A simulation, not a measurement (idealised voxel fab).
Herein follows the process module entitled voxel transistor to metal.
In the cross-section labelled cut, the width is 200 nm and each square cell is 5 nm.
Think of the cross-section as a grid of square cells. We describe it in bands, top to bottom, and each band covers one or more rows of those cells.
What a band's entry tells you: where the top is and where the bottom is, as heights in nm, and after that what lies inside, material by material from left to right, each with its width in nm. Empty space is written as the word "empty", and a single material marked with the word "throughout" occupies the band from edge to edge.
Heights are reckoned from 0. Under this level, the received wafer is all of one material. The bottommost band is open-ended downward, for example "from 0 down".
Note: "30 to 40" means the width goes from the first number (top row of the band) to the second number (bottom row) in equal steps per row of cells.
When a step is marked "remained unchanged", none of the cells in the cross-section changed during that step.
Empty spaces without an open route to the top, at least 8 cells in extent, make up the entry "Enclosed void listing"; each is given as width x height at distance, where the distance is measured from the left edge, and all are in nm.
Post-settings text on a step line: simulator's own remark regarding the step.
The setting "overlay nm" may be written on the line of a step. When the step uses a mask, the value reports how far to the right of the planned place the mask lay, and a negative value reports that it lay to the left.

-- Steps in the process plan
step 1: RECEIVE,material Si
step 2: CONFORMAL_DEP,material SiO2,thk nm 5
step 3: CONFORMAL_DEP,material SiN,thk nm 15
step 4: DIRECTIONAL_DEP,material aC,thk nm 10
step 5: PATTERN,tone cover,mask id ACTIVE,material resist,width nm 110,thk nm 25,overlay nm 0
step 6: DIRECTIONAL_ETCH,etch materials aC,depth nm 10
step 7: STRIP,etch materials resist
step 8: DIRECTIONAL_ETCH,etch materials SiN,depth nm 15
step 9: DIRECTIONAL_ETCH,etch materials SiO2,depth nm 5
step 10: DIRECTIONAL_ETCH,etch materials Si,depth nm 25
step 11: STRIP,etch materials aC
step 12: FILL_DEP,material SiO2,thk nm 10
step 13: CMP,height nm 20
step 14: SELECTIVE_ETCH,etch materials SiO2,depth nm 5
step 15: STRIP,etch materials SiN
step 16: SELECTIVE_ETCH,etch materials SiO2,depth nm 5
step 17: OXIDIZE,depth nm 5
step 18: DIRECTIONAL_DEP,material polySi,thk nm 20
step 19: DIRECTIONAL_DEP,material SiCN,thk nm 10
step 20: MASKED_ETCH,tone cover,mask id GATE,width nm 20,etch materials SiCN,depth nm 20,overlay nm 0
step 21: MASKED_ETCH,tone cover,mask id GATE,width nm 20,etch materials polySi,depth nm 30,overlay nm 0
step 22: CONFORMAL_DEP,material SiO2,thk nm 5
step 23: DIRECTIONAL_ETCH,etch materials SiO2,depth nm 5
step 24: CONFORMAL_DEP,material SiN,thk nm 5
step 25: DIRECTIONAL_ETCH,etch materials SiN,depth nm 5
step 26: DIRECTIONAL_ETCH,etch materials SiO2,depth nm 5
step 27: DIRECTIONAL_ETCH,etch materials Si,depth nm 5
step 28: EPI,material pSi,thk nm 5
step 29: FILL_DEP,material SiO2,thk nm 5
step 30: CMP,height nm 30
step 31: DIRECTIONAL_DEP,material SiO2,thk nm 15
step 32: PATTERN,tone open,mask id CONTACT,material resist,width nm 20,pitch nm 80,thk nm 20,overlay nm 0
step 33: DIRECTIONAL_ETCH,etch materials SiO2,depth nm 50
step 34: STRIP,etch materials resist
step 35: CONFORMAL_DEP,material TiN,thk nm 5
step 36: FILL_DEP,material W,thk nm 10
step 37: CMP,height nm 45
step 38: DIRECTIONAL_DEP,material TiN,thk nm 5
step 39: DIRECTIONAL_DEP,material Ru,thk nm 15
step 40: MASKED_ETCH,tone cover,mask id METAL_1,width nm 20,pitch nm 80,etch materials Ru,depth nm 15,overlay nm 0
step 41: MASKED_ETCH,tone cover,mask id METAL_1,width nm 20,pitch nm 80,etch materials TiN,depth nm 5,overlay nm 0
step 42: FILL_DEP,material lowk,thk nm 10
step 43: CMP,height nm 65
step 44: CONFORMAL_DEP,material SiCN,thk nm 5
step 45: DIRECTIONAL_DEP,material lowk,thk nm 35
step 46: PATTERN,tone open,mask id METAL_2_HOLES,material resist,width nm 15,pitch nm 80,thk nm 20,overlay nm 0
step 47: DIRECTIONAL_ETCH,etch materials lowk,depth nm 35
step 48: STRIP,etch materials resist
step 49: PATTERN,tone open,mask id METAL_2,material resist,width nm 15,pitch nm 80,thk nm 20,overlay nm 0
step 50: DIRECTIONAL_ETCH,etch materials lowk,depth nm 20
step 51: DIRECTIONAL_ETCH,etch materials SiCN,depth nm 5
step 52: STRIP,etch materials resist
step 53: CONFORMAL_DEP,material TiN,thk nm 5
step 54: FILL_DEP,material Ru,thk nm 10
step 55: CMP,height nm 105
step 56: CONFORMAL_DEP,material SiCN,thk nm 5
It is noted that the wafers described herein are identical at the outset and are distinguished by the width nm of step 49; the value stated in the plan corresponds to the first wafer.

-- Cross-section: the first of several wafers in its as-received state, i.e. following step 1
    from 0 down = Si throughout
    Enclosed void listing: none

-- Cross-section, first of several wafers, end of module, after last step 56
    from 110 to 105 = SiCN throughout
    from 105 to 90 = lowk 50 / TiN 5 / Ru 10 / TiN 5 / lowk 60 / TiN 5 / Ru 10 / TiN 5 / lowk 50
    from 90 to 85 = lowk 50 / TiN 5 / Ru 5 / TiN 10 / lowk 60 / TiN 5 / Ru 5 / TiN 10 / lowk 50
    from 85 to 75 = lowk 50 / TiN 5 / Ru 5 / TiN 5 / lowk 65 / TiN 5 / Ru 5 / TiN 5 / lowk 55
    from 75 to 70 = lowk 50 / TiN 15 / lowk 65 / TiN 15 / lowk 55
    from 70 to 65 = SiCN 55 / TiN 10 / SiCN 70 / TiN 10 / SiCN 55
    from 65 to 50 = lowk 50 / Ru 20 / lowk 60 / Ru 20 / lowk 50
    from 50 to 45 = lowk 50 / TiN 20 / lowk 60 / TiN 20 / lowk 50
    from 45 to 30 = SiO2 50 / TiN 5 / W 10 / TiN 5 / SiO2 60 / TiN 5 / W 10 / TiN 5 / SiO2 50
    from 30 to 20 = SiO2 50 / TiN 5 / W 10 / TiN 5 / SiO2 10 / SiN 5 / SiO2 5 / SiCN 20 / SiO2 5 / SiN 5 / SiO2 10 / TiN 5 / W 10 / TiN 5 / SiO2 50
    from 20 to 10 = SiO2 50 / TiN 5 / W 10 / TiN 5 / SiO2 10 / SiN 5 / SiO2 5 / polySi 20 / SiO2 5 / SiN 5 / SiO2 10 / TiN 5 / W 10 / TiN 5 / SiO2 50
    from 10 to 0 = SiO2 45 / SiN 5 / TiN 5 to 10 / W 10 to 5 / TiN 5 / SiO2 10 / SiN 5 / SiO2 5 / polySi 20 / SiO2 5 / SiN 5 / SiO2 10 / TiN 5 / W 10 to 5 / TiN 5 to 10 / SiN 5 / SiO2 45
    from 0 to -5 = SiO2 50 / pSi 5 / TiN 15 / SiO2 5 / pSi 5 / SiO2 40 / pSi 5 / SiO2 5 / TiN 15 / pSi 5 / SiO2 50
    from -5 to -10 = SiO2 45 / Si 5 / pSi 30 / Si 40 / pSi 30 / Si 5 / SiO2 45
    from -10 to -25 = SiO2 45 / Si 110 / SiO2 45
    from -25 down = Si throughout
    Enclosed void listing: none

-- The module's end: a cross-section of the last wafer
    from 110 to 105 = SiCN throughout
    from 105 to 90 = lowk 45 / TiN 5 / Ru 25 / TiN 5 / lowk 45 / TiN 5 / Ru 25 / TiN 5 / lowk 40
    from 90 to 85 = lowk 45 / TiN 10 / Ru 5 / TiN 20 / lowk 45 / TiN 10 / Ru 5 / TiN 20 / lowk 40
    from 85 to 70 = lowk 50 / TiN 5 / Ru 5 / TiN 5 / lowk 65 / TiN 5 / Ru 5 / TiN 5 / lowk 55
    from 70 to 65 = SiCN 50 / TiN 15 / SiCN 65 / TiN 15 / SiCN 55
    from 65 to 50 = lowk 50 / Ru 20 / lowk 60 / Ru 20 / lowk 50
    from 50 to 45 = lowk 50 / TiN 20 / lowk 60 / TiN 20 / lowk 50
    from 45 to 30 = SiO2 50 / TiN 5 / W 10 / TiN 5 / SiO2 60 / TiN 5 / W 10 / TiN 5 / SiO2 50
    from 30 to 20 = SiO2 50 / TiN 5 / W 10 / TiN 5 / SiO2 10 / SiN 5 / SiO2 5 / SiCN 20 / SiO2 5 / SiN 5 / SiO2 10 / TiN 5 / W 10 / TiN 5 / SiO2 50
    from 20 to 10 = SiO2 50 / TiN 5 / W 10 / TiN 5 / SiO2 10 / SiN 5 / SiO2 5 / polySi 20 / SiO2 5 / SiN 5 / SiO2 10 / TiN 5 / W 10 / TiN 5 / SiO2 50
    from 10 to 0 = SiO2 45 / SiN 5 / TiN 5 to 10 / W 10 to 5 / TiN 5 / SiO2 10 / SiN 5 / SiO2 5 / polySi 20 / SiO2 5 / SiN 5 / SiO2 10 / TiN 5 / W 10 to 5 / TiN 5 to 10 / SiN 5 / SiO2 45
    from 0 to -5 = SiO2 50 / pSi 5 / TiN 15 / SiO2 5 / pSi 5 / SiO2 40 / pSi 5 / SiO2 5 / TiN 15 / pSi 5 / SiO2 50
    from -5 to -10 = SiO2 45 / Si 5 / pSi 30 / Si 40 / pSi 30 / Si 5 / SiO2 45
    from -10 to -25 = SiO2 45 / Si 110 / SiO2 45
    from -25 down = Si throughout
    Enclosed void listing: none

-- For your reference, the table is organized with a row per wafer; each row reflects the wafer at the end of the module, indicating for each material the cells gained (+) or lost (-) since receipt, and thereafter its closed voids
width nm 15; +42 Ru; -124 Si; +84 SiCN; +16 SiN; +350 SiO2; +88 TiN; +34 W; +358 lowk; +16 pSi; +16 polySi; Enclosed void listing: none
width nm 20; +44 Ru; -124 Si; +82 SiCN; +16 SiN; +350 SiO2; +88 TiN; +34 W; +358 lowk; +16 pSi; +16 polySi; Enclosed void listing: none
width nm 25; +50 Ru; -124 Si; +82 SiCN; +16 SiN; +350 SiO2; +90 TiN; +34 W; +350 lowk; +16 pSi; +16 polySi; Enclosed void listing: none
width nm 30; +56 Ru; -124 Si; +82 SiCN; +16 SiN; +350 SiO2; +92 TiN; +34 W; +342 lowk; +16 pSi; +16 polySi; Enclosed void listing: none
width nm 35; +62 Ru; -124 Si; +82 SiCN; +16 SiN; +350 SiO2; +94 TiN; +34 W; +334 lowk; +16 pSi; +16 polySi; Enclosed void listing: none
